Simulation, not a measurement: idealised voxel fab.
Name of the process module below: voxel spacer lines
Section shown: cut. Width: 190 nm. Cell size: 5 nm, square.
When this document writes out a cross-section, it uses a grid of square cells and lists it as bands, beginning at the top and moving down, with a band standing for one or more rows of cells.
Look at the band entry: it leads with the top's height and the bottom's height in nm. Then it lists the materials left to right, with a width in nm for each. The word "full width" on a single material says that material fills the band edge to edge. The word "air" is empty space.
Beneath 0, the wafer as received is one material, and that level is where height counting begins. The lowest band goes on downward without a bottom; it is written like "top 0, no bottom".
A width given as "30 to 40" starts at the first number in the band's top row and ends at the second number in its bottom row, shifting by an equal amount at every step from row to row.
Any step labelled "no change occurred" changed none of the cells in the cross-section.
"Enclosed void entries" contains a list of empty spaces, each no smaller than 8 cells and without an open way to the top, written in the form width x height at distance with the distance from the left edge and all three in nm.
Heads up: the bit after the settings on a step's line is the simulator's remark on that step.
overlay nm: for a step with a mask, the amount by which the mask lay right of where it was planned; a negative amount means left of it.
### The planned process steps are enumerated hereunder
1) RECEIVE: material Si
2) CONFORMAL_DEP: material Al2O3, thk nm 10
3) DIRECTIONAL_DEP: material polySi, thk nm 10
4) DIRECTIONAL_DEP: material aC, thk nm 20
5) PATTERN: tone cover, mask id MANDREL, material resist, width nm 20, pitch nm 70, thk nm 25, overlay nm 0
6) DIRECTIONAL_ETCH: etch materials aC, depth nm 20
7) STRIP: etch materials resist
8) CONFORMAL_DEP: material SiO2, thk nm 15
9) DIRECTIONAL_ETCH: etch materials SiO2, depth nm 15
10) STRIP: etch materials aC
11) DIRECTIONAL_ETCH: etch materials polySi, depth nm 10
12) STRIP: etch materials SiO2
13) FILL_DEP: material lowk, thk nm 10
14) CMP: height nm 20
### Wafer, first of two, run as planned
### Shown in cross-section is the wafer as received, that is, as it stands after step 1
> top 0, no bottom | Si full width
> Enclosed void entries: none
### Presented here is a cross-section of the wafer after step 2 has been performed
> top 10, bottom 0 | Al2O3 full width
> Everything under 0 stays put, no change at all.
### Presented here is a cross-section of the wafer after step 3 has been performed
> top 20, bottom 10 | polySi full width
> Everything under 10 stays put, no change at all.
### Presented here is a cross-section of the wafer after step 4 has been performed
> top 40, bottom 20 | aC full width
> Everything under 20 stays put, no change at all.
### Presented here is a cross-section of the wafer after step 5 has been performed
> top 65, bottom 40 | air=15, then resist=20, then air=50, then resist=20, then air=50, then resist=20, then air=15
> Everything under 40 stays put, no change at all.
### Presented here is a cross-section of the wafer after step 6 has been performed
> top 45, bottom 40 | air=15, then resist=20, then air=50, then resist=20, then air=50, then resist=20, then air=15
> top 40, bottom 20 | air=15, then aC=20, then air=50, then aC=20, then air=50, then aC=20, then air=15
> Everything under 20 stays put, no change at all.
### Presented here is a cross-section of the wafer after step 7 has been performed
> top 40, bottom 20 | air=15, then aC=20, then air=50, then aC=20, then air=50, then aC=20, then air=15
> Everything under 20 stays put, no change at all.
### Presented here is a cross-section of the wafer after step 8 has been performed
> top 55, bottom 40 | SiO2=50, then air=20, then SiO2=50, then air=20, then SiO2=50
> top 40, bottom 35 | SiO2=15, then aC=20, then SiO2=15, then air=20, then SiO2=15, then aC=20, then SiO2=15, then air=20, then SiO2=15, then aC=20, then SiO2=15
> top 35, bottom 20 | SiO2=15, then aC=20, then SiO2=50, then aC=20, then SiO2=50, then aC=20, then SiO2=15
> Everything under 20 stays put, no change at all.
### Presented here is a cross-section of the wafer after step 9 has been performed
> top 40, bottom 20 | SiO2=15, then aC=20, then SiO2=15, then air=20, then SiO2=15, then aC=20, then SiO2=15, then air=20, then SiO2=15, then aC=20, then SiO2=15
> Everything under 20 stays put, no change at all.
### Presented here is a cross-section of the wafer after step 10 has been performed
> top 40, bottom 20 | SiO2=15, then air=20, then SiO2=15, then air=20, then SiO2=15, then air=20, then SiO2=15, then air=20, then SiO2=15, then air=20, then SiO2=15
> Everything under 20 stays put, no change at all.
### Presented here is a cross-section of the wafer after step 11 has been performed
> top 40, bottom 20 | SiO2=15, then air=20, then SiO2=15, then air=20, then SiO2=15, then air=20, then SiO2=15, then air=20, then SiO2=15, then air=20, then SiO2=15
> top 20, bottom 10 | polySi=15, then air=20, then polySi=15, then air=20, then polySi=15, then air=20, then polySi=15, then air=20, then polySi=15, then air=20, then polySi=15
> Everything under 10 stays put, no change at all.
### Presented here is a cross-section of the wafer after step 12 has been performed
> top 20, bottom 10 | polySi=15, then air=20, then polySi=15, then air=20, then polySi=15, then air=20, then polySi=15, then air=20, then polySi=15, then air=20, then polySi=15
> Everything under 10 stays put, no change at all.
### Presented here is a cross-section of the wafer after step 13 has been performed
> top 30, bottom 20 | lowk full width
> top 20, bottom 10 | polySi=15, then lowk=20, then polySi=15, then lowk=20, then polySi=15, then lowk=20, then polySi=15, then lowk=20, then polySi=15, then lowk=20, then polySi=15
> Everything under 10 stays put, no change at all.
### Presented here is a cross-section of the wafer after step 14 has been performed
> top 20, bottom 10 | polySi=15, then lowk=20, then polySi=15, then lowk=20, then polySi=15, then lowk=20, then polySi=15, then lowk=20, then polySi=15, then lowk=20, then polySi=15
> Everything under 10 stays put, no change at all.
### What follows concerns the second wafer, which started out like the first and was meant to follow the very same plan; one mistake crept in when it was run, but everything up to and including step 1 is the same as for the first wafer
### X-section, second wafer, when step 2 was due to finish
> top 10, bottom 0 | lowk full width
> Everything under 0 stays put, no change at all.
### X-section, second wafer, when step 3 was due to finish
> top 20, bottom 10 | polySi full width
> Everything under 10 stays put, no change at all.
### X-section, second wafer, when step 4 was due to finish
> top 40, bottom 20 | aC full width
> Everything under 20 stays put, no change at all.
### X-section, second wafer, when step 5 was due to finish
> top 65, bottom 40 | air=15, then resist=20, then air=50, then resist=20, then air=50, then resist=20, then air=15
> Everything under 40 stays put, no change at all.
### X-section, second wafer, when step 6 was due to finish
> top 45, bottom 40 | air=15, then resist=20, then air=50, then resist=20, then air=50, then resist=20, then air=15
> top 40, bottom 20 | air=15, then aC=20, then air=50, then aC=20, then air=50, then aC=20, then air=15
> Everything under 20 stays put, no change at all.
### X-section, second wafer, when step 7 was due to finish
> top 40, bottom 20 | air=15, then aC=20, then air=50, then aC=20, then air=50, then aC=20, then air=15
> Everything under 20 stays put, no change at all.
### X-section, second wafer, when step 8 was due to finish
> top 55, bottom 40 | SiO2=50, then air=20, then SiO2=50, then air=20, then SiO2=50
> top 40, bottom 35 | SiO2=15, then aC=20, then SiO2=15, then air=20, then SiO2=15, then aC=20, then SiO2=15, then air=20, then SiO2=15, then aC=20, then SiO2=15
> top 35, bottom 20 | SiO2=15, then aC=20, then SiO2=50, then aC=20, then SiO2=50, then aC=20, then SiO2=15
> Everything under 20 stays put, no change at all.
### X-section, second wafer, when step 9 was due to finish
> top 40, bottom 20 | SiO2=15, then aC=20, then SiO2=15, then air=20, then SiO2=15, then aC=20, then SiO2=15, then air=20, then SiO2=15, then aC=20, then SiO2=15
> Everything under 20 stays put, no change at all.
### X-section, second wafer, when step 10 was due to finish
> top 40, bottom 20 | SiO2=15, then air=20, then SiO2=15, then air=20, then SiO2=15, then air=20, then SiO2=15, then air=20, then SiO2=15, then air=20, then SiO2=15
> Everything under 20 stays put, no change at all.
### X-section, second wafer, when step 11 was due to finish
> top 40, bottom 20 | SiO2=15, then air=20, then SiO2=15, then air=20, then SiO2=15, then air=20, then SiO2=15, then air=20, then SiO2=15, then air=20, then SiO2=15
> top 20, bottom 10 | polySi=15, then air=20, then polySi=15, then air=20, then polySi=15, then air=20, then polySi=15, then air=20, then polySi=15, then air=20, then polySi=15
> Everything under 10 stays put, no change at all.
### X-section, second wafer, when step 12 was due to finish
> top 20, bottom 10 | polySi=15, then air=20, then polySi=15, then air=20, then polySi=15, then air=20, then polySi=15, then air=20, then polySi=15, then air=20, then polySi=15
> Everything under 10 stays put, no change at all.
### X-section, second wafer, when step 13 was due to finish
> top 30, bottom 20 | lowk full width
> top 20, bottom 10 | polySi=15, then lowk=20, then polySi=15, then lowk=20, then polySi=15, then lowk=20, then polySi=15, then lowk=20, then polySi=15, then lowk=20, then polySi=15
> Everything under 10 stays put, no change at all.
### X-section, second wafer, when step 14 was due to finish
> top 20, bottom 10 | polySi=15, then lowk=20, then polySi=15, then lowk=20, then polySi=15, then lowk=20, then polySi=15, then lowk=20, then polySi=15, then lowk=20, then polySi=15
> Everything under 10 stays put, no change at all.
Want to know what went wrong? step 2 went in with a setting other than planned; the actual run was CONFORMAL_DEP: material lowk, thk nm 10
Final difference in cells, second wafer against first, listed per material as more or fewer: Al2O3: 76 fewer, lowk: 76 more
